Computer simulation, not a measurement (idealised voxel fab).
Presented below is a process module, voxel transistor to metal.
Square cells of 5 nm make up the cross-section cut, whose width is 300 nm.
Heads up, the way a cross-section reads in here is a grid of square cells, handed over as bands from the top down, with every band being one or more rows of cells. Look at the band entry: it leads with the top's height and the bottom's height in nm. Then it lists the materials left to right, with a width in nm for each. The word "edge to edge" on a single material says that material fills the band edge to edge. The word "air" is empty space. We count height from 0. Below that, the starting wafer is all one material. The lowest band never ends at the bottom but goes on down; see "0 down" for how that is written. Per-row width for "30->40": begins at first number (top row of band), ends at second number (bottom row), increment between rows held constant. "no alterations made" (step): cross-section cells unchanged, all of them. Basically, "Closed void list" tells you about the enclosed voids: empty spaces with no open way to the top, 8 cells or bigger, each written width x height at distance, where distance is from the left edge, all in nm. Step line, after settings: the simulator's comment on this step. overlay nm: on a step with a mask, how far right of its planned place the mask lay; negative means left.

[These are the steps we planned for the process]
- 1: RECEIVE, material Si
- 2: CONFORMAL_DEP, material SiO2, thk nm 5
- 3: CONFORMAL_DEP, material SiN, thk nm 15
- 4: PATTERN, tone cover, mask id ACTIVE, material resist, width nm 100, pitch nm 125, thk nm 15, overlay nm 0
- 5: DIRECTIONAL_ETCH, etch materials SiN, depth nm 15
- 6: DIRECTIONAL_ETCH, etch materials SiO2, depth nm 5
- 7: DIRECTIONAL_ETCH, etch materials Si, depth nm 20
- 8: STRIP, etch materials resist
- 9: FILL_DEP, material SiO2, thk nm 10
- 10: CMP, height nm 20
- 11: SELECTIVE_ETCH, etch materials SiO2, depth nm 15
- 12: STRIP, etch materials SiN
- 13: SELECTIVE_ETCH, etch materials SiO2, depth nm 5
- 14: OXIDIZE, depth nm 5
- 15: DIRECTIONAL_DEP, material polySi, thk nm 30
- 16: DIRECTIONAL_DEP, material SiCN, thk nm 10
- 17: PATTERN, tone cover, mask id GATE, material resist, width nm 20, pitch nm 125, thk nm 20, overlay nm 0
- 18: DIRECTIONAL_ETCH, etch materials SiCN, depth nm 20
- 19: DIRECTIONAL_ETCH, etch materials polySi, depth nm 40
- 20: STRIP, etch materials resist
- 21: CONFORMAL_DEP, material SiO2, thk nm 5
- 22: DIRECTIONAL_ETCH, etch materials SiO2, depth nm 5
- 23: CONFORMAL_DEP, material SiN, thk nm 5
- 24: DIRECTIONAL_ETCH, etch materials SiN, depth nm 5
- 25: DIRECTIONAL_ETCH, etch materials SiO2, depth nm 5
- 26: DIRECTIONAL_ETCH, etch materials Si, depth nm 10
- 27: EPI, material pSi, thk nm 15
- 28: FILL_DEP, material SiO2, thk nm 10
- 29: CMP, height nm 40
- 30: DIRECTIONAL_DEP, material SiO2, thk nm 10
- 31: PATTERN, tone open, mask id CONTACT, material resist, width nm 20, thk nm 20, overlay nm 0
- 32: DIRECTIONAL_ETCH, etch materials SiO2, depth nm 50
- 33: STRIP, etch materials resist
- 34: CONFORMAL_DEP, material TiN, thk nm 5
- 35: FILL_DEP, material Ru, thk nm 5
- 36: CMP, height nm 50
- 37: DIRECTIONAL_DEP, material TiN, thk nm 5
- 38: DIRECTIONAL_DEP, material W, thk nm 25
- 39: DIRECTIONAL_DEP, material aC, thk nm 10
- 40: PATTERN, tone cover, mask id METAL_1, material resist, width nm 15, thk nm 30, overlay nm 0
- 41: DIRECTIONAL_ETCH, etch materials aC, depth nm 10
- 42: STRIP, etch materials resist
- 43: DIRECTIONAL_ETCH, etch materials W, depth nm 25
- 44: DIRECTIONAL_ETCH, etch materials TiN, depth nm 5
- 45: STRIP, etch materials aC
- 46: CONFORMAL_DEP, material SiCN, thk nm 5
- 47: FILL_DEP, material SiO2, thk nm 10
- 48: CMP, height nm 80
- 49: CONFORMAL_DEP, material SiCN, thk nm 5
The wafers in this document start out alike and differ in the width nm applied at step 31; the plan shows the value used for the first wafer.

[As-received state after step 1, first of several wafers, cross-section]
    0 down = Si edge to edge
    Closed void list: none

[Cross-section after step 49, the final step of the module, for the first of several wafers]
    85 to 80 = SiCN edge to edge
    80 to 55 = SiO2 35 nm, then SiCN 5 nm, then W 15 nm, then SiCN 5 nm, then SiO2 50 nm, then SiCN 5 nm, then W 15 nm, then SiCN 5 nm, then SiO2 25 nm, then SiCN 5 nm, then W 15 nm, then SiCN 5 nm, then SiO2 50 nm, then SiCN 5 nm, then W 15 nm, then SiCN 5 nm, then SiO2 40 nm
    55 to 50 = SiCN 40 nm, then TiN 15 nm, then SiCN 60 nm, then TiN 15 nm, then SiCN 35 nm, then TiN 15 nm, then SiCN 60 nm, then TiN 15 nm, then SiCN 45 nm
    50 to 40 = SiO2 45 nm, then TiN 5 nm, then Ru 10 nm, then TiN 5 nm, then SiO2 40 nm, then TiN 5 nm, then Ru 10 nm, then TiN 5 nm, then SiO2 45 nm, then TiN 5 nm, then Ru 10 nm, then TiN 5 nm, then SiO2 40 nm, then TiN 5 nm, then Ru 10 nm, then TiN 5 nm, then SiO2 50 nm
    40 to 30 = SiO2 45 nm, then TiN 5 nm, then Ru 10 nm, then TiN 5 nm, then SiN 5 nm, then SiO2 5 nm, then SiCN 20 nm, then SiO2 5 nm, then SiN 5 nm, then TiN 5 nm, then Ru 10 nm, then TiN 5 nm, then SiO2 45 nm, then TiN 5 nm, then Ru 10 nm, then TiN 5 nm, then SiN 5 nm, then SiO2 5 nm, then SiCN 20 nm, then SiO2 5 nm, then SiN 5 nm, then TiN 5 nm, then Ru 10 nm, then TiN 5 nm, then SiO2 50 nm
    30 to 15 = SiO2 45 nm, then TiN 5 nm, then Ru 10 nm, then TiN 5 nm, then SiN 5 nm, then SiO2 5 nm, then polySi 20 nm, then SiO2 5 nm, then SiN 5 nm, then TiN 5 nm, then Ru 10 nm, then TiN 5 nm, then SiO2 45 nm, then TiN 5 nm, then Ru 10 nm, then TiN 5 nm, then SiN 5 nm, then SiO2 5 nm, then polySi 20 nm, then SiO2 5 nm, then SiN 5 nm, then TiN 5 nm, then Ru 10 nm, then TiN 5 nm, then SiO2 50 nm
    15 to 10 = SiO2 45 nm, then TiN 20 nm, then SiN 5 nm, then SiO2 5 nm, then polySi 20 nm, then SiO2 5 nm, then SiN 5 nm, then TiN 20 nm, then SiO2 45 nm, then TiN 20 nm, then SiN 5 nm, then SiO2 5 nm, then polySi 20 nm, then SiO2 5 nm, then SiN 5 nm, then TiN 20 nm, then SiO2 50 nm
    10 to 0 = SiO2 45 nm, then TiN 5 nm, then pSi 15 nm, then SiN 5 nm, then SiO2 5 nm, then polySi 20 nm, then SiO2 5 nm, then SiN 5 nm, then pSi 15 nm, then TiN 5 nm, then SiO2 45 nm, then TiN 5 nm, then pSi 15 nm, then SiN 5 nm, then SiO2 5 nm, then polySi 20 nm, then SiO2 5 nm, then SiN 5 nm, then pSi 15 nm, then TiN 5 nm, then SiO2 50 nm
    0 to -5 = SiO2 30 nm, then pSi 35 nm, then SiO2 40 nm, then pSi 35 nm, then SiO2 15 nm, then pSi 35 nm, then SiO2 40 nm, then pSi 35 nm, then SiO2 35 nm
    -5 to -15 = SiO2 35 nm, then pSi 30 nm, then Si 40 nm, then pSi 30 nm, then SiO2 25 nm, then pSi 30 nm, then Si 40 nm, then pSi 30 nm, then SiO2 40 nm
    -15 to -20 = SiO2 35 nm, then Si 100 nm, then SiO2 25 nm, then Si 100 nm, then SiO2 40 nm
    -20 down = Si edge to edge
    Closed void list: none

[Cross-section at module completion, last wafer]
    85 to 80 = SiCN edge to edge
    80 to 55 = SiO2 35 nm, then SiCN 5 nm, then W 15 nm, then SiCN 5 nm, then SiO2 50 nm, then SiCN 5 nm, then W 15 nm, then SiCN 5 nm, then SiO2 25 nm, then SiCN 5 nm, then W 15 nm, then SiCN 5 nm, then SiO2 50 nm, then SiCN 5 nm, then W 15 nm, then SiCN 5 nm, then SiO2 40 nm
    55 to 50 = SiCN 40 nm, then TiN 15 nm, then SiCN 60 nm, then TiN 15 nm, then SiCN 35 nm, then TiN 15 nm, then SiCN 60 nm, then TiN 15 nm, then SiCN 45 nm
    50 to 40 = SiO2 35 nm, then TiN 5 nm, then Ru 35->20 nm, then TiN 5->20 nm, then SiO2 15 nm, then TiN 5->15 nm, then Ru 35->25 nm, then TiN 5 nm, then SiO2 20 nm, then TiN 5 nm, then Ru 35->20 nm, then TiN 5->20 nm, then SiO2 15 nm, then TiN 5->15 nm, then Ru 35->25 nm, then TiN 5 nm, then SiO2 35 nm
    40 to 30 = SiO2 35 nm, then TiN 5 nm, then Ru 20 nm, then TiN 5 nm, then SiN 5 nm, then TiN 5 nm, then SiCN 20 nm, then TiN 5 nm, then SiN 5 nm, then TiN 5 nm, then Ru 25 nm, then TiN 5 nm, then SiO2 20 nm, then TiN 5 nm, then Ru 20 nm, then TiN 5 nm, then SiN 5 nm, then TiN 5 nm, then SiCN 20 nm, then TiN 5 nm, then SiN 5 nm, then TiN 5 nm, then Ru 25 nm, then TiN 5 nm, then SiO2 35 nm
    30 to 15 = SiO2 35 nm, then TiN 5 nm, then Ru 20 nm, then TiN 5 nm, then SiN 5 nm, then TiN 5 nm, then polySi 20 nm, then TiN 5 nm, then SiN 5 nm, then TiN 5 nm, then Ru 25 nm, then TiN 5 nm, then SiO2 20 nm, then TiN 5 nm, then Ru 20 nm, then TiN 5 nm, then SiN 5 nm, then TiN 5 nm, then polySi 20 nm, then TiN 5 nm, then SiN 5 nm, then TiN 5 nm, then Ru 25 nm, then TiN 5 nm, then SiO2 35 nm
    15 to 10 = SiO2 35 nm, then TiN 5 nm, then Ru 5 nm, then TiN 20 nm, then SiN 5 nm, then TiN 5 nm, then polySi 20 nm, then TiN 5 nm, then SiN 5 nm, then TiN 20 nm, then Ru 10 nm, then TiN 5 nm, then SiO2 20 nm, then TiN 5 nm, then Ru 5 nm, then TiN 20 nm, then SiN 5 nm, then TiN 5 nm, then polySi 20 nm, then TiN 5 nm, then SiN 5 nm, then TiN 20 nm, then Ru 10 nm, then TiN 5 nm, then SiO2 35 nm
    10 to 5 = SiO2 35 nm, then TiN 5 nm, then Ru 5 nm, then TiN 5 nm, then pSi 15 nm, then SiN 5 nm, then TiN 5 nm, then polySi 20 nm, then TiN 5 nm, then SiN 5 nm, then pSi 15 nm, then TiN 5 nm, then Ru 10 nm, then TiN 5 nm, then SiO2 20 nm, then TiN 5 nm, then Ru 5 nm, then TiN 5 nm, then pSi 15 nm, then SiN 5 nm, then TiN 5 nm, then polySi 20 nm, then TiN 5 nm, then SiN 5 nm, then pSi 15 nm, then TiN 5 nm, then Ru 10 nm, then TiN 5 nm, then SiO2 35 nm
    5 to 0 = SiO2 35 nm, then TiN 15 nm, then pSi 15 nm, then SiN 5 nm, then TiN 5 nm, then polySi 20 nm, then TiN 5 nm, then SiN 5 nm, then pSi 15 nm, then TiN 20 nm, then SiO2 20 nm, then TiN 15 nm, then pSi 15 nm, then SiN 5 nm, then TiN 5 nm, then polySi 20 nm, then TiN 5 nm, then SiN 5 nm, then pSi 15 nm, then TiN 20 nm, then SiO2 35 nm
    0 to -5 = SiO2 30 nm, then pSi 35 nm, then SiO2 40 nm, then pSi 35 nm, then SiO2 15 nm, then pSi 35 nm, then SiO2 40 nm, then pSi 35 nm, then SiO2 35 nm
    -5 to -15 = SiO2 35 nm, then pSi 30 nm, then Si 40 nm, then pSi 30 nm, then SiO2 25 nm, then pSi 30 nm, then Si 40 nm, then pSi 30 nm, then SiO2 40 nm
    -15 to -20 = SiO2 35 nm, then Si 100 nm, then SiO2 25 nm, then Si 100 nm, then SiO2 40 nm
    -20 down = Si edge to edge
    Closed void list: none

[End of module, by wafer: material-by-material cell gain (+) or loss (-) since receipt, then closed voids]
width nm 20, +56 Ru, -168 Si, +164 SiCN, +32 SiN, +636 SiO2, +92 TiN, +60 W, +100 pSi, +48 polySi, Closed void list: none
width nm 25, +72 Ru, -168 Si, +164 SiCN, +32 SiN, +612 SiO2, +100 TiN, +60 W, +100 pSi, +48 polySi, Closed void list: none
width nm 30, +88 Ru, -168 Si, +164 SiCN, +32 SiN, +588 SiO2, +108 TiN, +60 W, +100 pSi, +48 polySi, Closed void list: none
width nm 35, +108 Ru, -168 Si, +164 SiCN, +32 SiN, +548 SiO2, +128 TiN, +60 W, +100 pSi, +48 polySi, Closed void list: none
width nm 40, +128 Ru, -168 Si, +164 SiCN, +32 SiN, +508 SiO2, +148 TiN, +60 W, +100 pSi, +48 polySi, Closed void list: none
width nm 45, +148 Ru, -168 Si, +164 SiCN, +32 SiN, +484 SiO2, +152 TiN, +60 W, +100 pSi, +48 polySi, Closed void list: none
